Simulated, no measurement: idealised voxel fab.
A process module follows: voxel local oxidation.
The width of the displayed cross-section, cut, is 185 nm; its cells are square, with a size of 5 nm.
Cross-section format: a grid of square cells, given as bands from top to bottom; each band is one or more rows of cells. For a band, the entry starts with two heights in nm, that of the top and then that of the bottom, and carries on with the band's materials in order from left to right, each alongside its width in nm; the word "everywhere" beside a single material means it fills the band edge to edge, and "air" means empty space. Measure heights from 0. That's the level where, below it, the as-received wafer is all one material. The lowest band is bottomless and extends downward; write it as in "top 0, no bottom". Width: "30->40" (first number = top row, second number = bottom row, same change from row to row of cells). "remained the same" for a step: no cell of the cross-section changed in that step. The list in "Voids lacking openings" covers empty spaces of 8 cells or more that cannot reach the top through any open way, and it gives each as width x height at distance; the distance is from the left edge, and width, height and distance are in nm. Post-settings text on a step line: simulator's own remark regarding the step. The optional step-line setting "overlay nm" applies to steps with a mask and quantifies how far to the right of its planned location the mask lay, a negative value indicating leftward placement.
**Process steps foreseen in the plan**
1) RECEIVE [material Si]
2) OXIDIZE [depth nm 5]
3) CONFORMAL_DEP [material SiN] [thk nm 15]
4) PATTERN [tone cover] [mask id ACTIVE] [material resist] [width nm 105] [thk nm 20] [overlay nm 0]
5) DIRECTIONAL_ETCH [etch materials SiN] [depth nm 15]
6) STRIP [etch materials resist]
7) SELECTIVE_ETCH [etch materials SiO2] [depth nm 5]
8) OXIDIZE [depth nm 10]
9) STRIP [etch materials SiN]
Keep in mind the plan's value for the depth nm of step 7 comes from the first wafer; the wafers don't share that setting, but they do share the same starting point.
**Received wafers, first of several: cross-section after step 1**
- top 0, no bottom  Si everywhere
- Voids lacking openings: none
**What follows is a table in which each wafer occupies a row; for the wafer as it stands at the close of the module, the row states, material by material, how many cells have been gained (+) or lost (-) since receipt, and then gives its closed voids**
depth nm 5, -81 Si, +63 SiO2, Voids lacking openings: none
depth nm 10, -85 Si, +65 SiO2, Voids lacking openings: none
depth nm 15, -89 Si, +67 SiO2, Voids lacking openings: none
depth nm 20, -93 Si, +69 SiO2, Voids lacking openings: none
